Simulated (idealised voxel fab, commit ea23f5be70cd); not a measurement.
This section sets out a process module, namely voxel quadruple lines.
290 nm wide, 5 nm square cells: that's cross-section cut.
Format of a cross-section: grid, square cells. Given as bands. Order: top down. Band: one or more rows of cells. The entry gives the band's vertical extent as a top height and a bottom height in nm, then its horizontal make-up as materials from left to right, each with a width in nm. "blank" stands for empty space; a single material marked "throughout" fills the band edge to edge. All heights in this document are referenced to 0, defined as the level beneath which the wafer, as received, consists entirely of one material. The lowest band is not bounded below; it extends indefinitely downward and is written in the form "0..down". The notation "30->40" denotes a width that varies across the rows of cells in the band, beginning at the first number in the top row, finishing at the second number in the bottom row, and changing by an identical amount from each row to the next. Reading "no change occurred" for a step: not a cell of the cross-section changed in it. For the entry "Enclosed void catalog", the listed items are empty spaces with no open way to the top whose size is 8 cells or more; each item follows the pattern width x height at distance, where distance is from the left edge and all three are in nm. The remark found on a step's line after its settings is issued by the simulator itself and pertains to that step. overlay nm: right-of-plan distance of the mask on a masked step; negative values mean left-of-plan.
## Steps planned for the process
1 RECEIVE | material Si
2 CONFORMAL_DEP | material Al2O3 | thk nm 5
3 DIRECTIONAL_DEP | material W | thk nm 10
4 DIRECTIONAL_DEP | material polySi | thk nm 15
5 DIRECTIONAL_DEP | material aC | thk nm 20
6 PATTERN | tone cover | mask id MANDREL | material resist | width nm 35 | pitch nm 100 | thk nm 30 | overlay nm -15
7 DIRECTIONAL_ETCH | etch materials aC | depth nm 20
8 STRIP | etch materials resist
9 CONFORMAL_DEP | material SiO2 | thk nm 15
10 DIRECTIONAL_ETCH | etch materials SiO2 | depth nm 15
11 STRIP | etch materials aC
12 DIRECTIONAL_ETCH | etch materials polySi | depth nm 15
13 STRIP | etch materials SiO2
14 CONFORMAL_DEP | material SiCN | thk nm 10
15 DIRECTIONAL_ETCH | etch materials SiCN | depth nm 10
16 STRIP | etch materials polySi
17 DIRECTIONAL_ETCH | etch materials W | depth nm 10
18 STRIP | etch materials SiCN
19 FILL_DEP | material SiO2 | thk nm 5
20 CMP | height nm 15
The wafers are alike at the start. At step 6, their overlay nm differs. The plan lists the first wafer's value.
## Here's the first of the wafers in cross-section, just as we got it, i.e. after step 1
0..down  Si throughout
Enclosed void catalog: none
## The figure below presents a cross-section of the first of several wafers at the conclusion of the module, following its last step, step 20
15..5  35 of SiO2 | 10 of W | 15 of SiO2 | 10 of W | 15 of SiO2 | 10 of W | 15 of SiO2 | 10 of W | 15 of SiO2 | 10 of W | 15 of SiO2 | 10 of W | 15 of SiO2 | 10 of W | 15 of SiO2 | 10 of W | 70 of SiO2
5..0  Al2O3 throughout
0..down  Si throughout
Enclosed void catalog: none
## Cross-section of the final wafer among several, taken at the end of the module
15..5  65 of SiO2 | 10 of W | 15 of SiO2 | 10 of W | 15 of SiO2 | 10 of W | 15 of SiO2 | 10 of W | 15 of SiO2 | 10 of W | 15 of SiO2 | 10 of W | 15 of SiO2 | 10 of W | 15 of SiO2 | 10 of W | 40 of SiO2
5..0  Al2O3 throughout
0..down  Si throughout
Enclosed void catalog: none
## Below, a row for every wafer. Read it as the end-of-module picture: for each material the wafer shows its cells gained (+) or lost (-) since it was received, and then its closed voids
overlay nm -15 | +58 Al2O3 | +84 SiO2 | +32 W | Enclosed void catalog: none
overlay nm -10 | +58 Al2O3 | +84 SiO2 | +32 W | Enclosed void catalog: none
overlay nm -5 | +58 Al2O3 | +84 SiO2 | +32 W | Enclosed void catalog: none
overlay nm 0 | +58 Al2O3 | +84 SiO2 | +32 W | Enclosed void catalog: none
overlay nm 5 | +58 Al2O3 | +84 SiO2 | +32 W | Enclosed void catalog: none
overlay nm 10 | +58 Al2O3 | +84 SiO2 | +32 W | Enclosed void catalog: none
overlay nm 15 | +58 Al2O3 | +84 SiO2 | +32 W | Enclosed void catalog: none
